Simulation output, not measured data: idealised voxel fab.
Presented below is a process module, voxel local oxidation.
cross-section cut | 210 nm wide | cells 5 nm
For the purposes of this document, a cross-section shall be understood as a grid of square cells, specified as bands listed in top-to-bottom order, each band consisting of one or more rows of cells. For a band, the entry starts with two heights in nm, that of the top and then that of the bottom, and carries on with the band's materials in order from left to right, each alongside its width in nm; the word "all across" beside a single material means it fills the band edge to edge, and "blank" means empty space. Heights are measured from 0, the level below which the as-received wafer is all one material; the lowest band has no bottom and continues downward, written as in "0 and below". Top row gets the first number, bottom row gets the second, and each row in between changes by the same step: that is how a band width like "30 to 40" works. Where a step carries "remained unchanged", the cross-section came out of it unchanged, cell for cell. "Voids, sealed" means: voids of 8 cells or more that are shut off from the top with no open way through. Written width x height at distance, distance from the left edge, in nm. Anything after a step's settings on that line? It's the simulator's own note about the step. overlay nm: right-of-plan distance of the mask on a masked step; negative values mean left-of-plan.

Process steps (planned):
1. RECEIVE with material Si
2. OXIDIZE with depth nm 5
3. CONFORMAL_DEP with material SiN, thk nm 15
4. MASKED_ETCH with tone cover, mask id ACTIVE, width nm 110, etch materials SiN, depth nm 15, overlay nm 0
5. SELECTIVE_ETCH with etch materials SiO2, depth nm 5
6. OXIDIZE with depth nm 15
7. STRIP with etch materials SiN

Step 1 complete: cross-section of the wafer as received:
> 0 and below | Si all across
> Voids, sealed: none

Cross-section: first of two wafers, module finished, run according to plan:
> 0 down to -5 | 55 of blank / 100 of SiO2 / 55 of blank
> -5 down to -20 | 70 of SiO2 / 70 of Si / 70 of SiO2
> -20 and below | Si all across
> Voids, sealed: none

Here is the second of the two wafers cut open at the end of the module - same start, same plan as the first one, but we made one mistake running it:
> 0 down to -5 | 45 of SiO2 / 120 of blank / 45 of SiO2
> -5 down to -20 | 30 of Si / 150 of SiO2 / 30 of Si
> -20 and below | Si all across
> Voids, sealed: none
Heads up, the wafer didn't run the way we planned it: so step 4 ended up running with a different setting than we planned, it ran as MASKED_ETCH with tone open, mask id ACTIVE, width nm 110, etch materials SiN, depth nm 15, overlay nm 0
Materials where the second wafer ends with more or fewer cells than the first: Si: 6 fewer, SiO2: 4 more
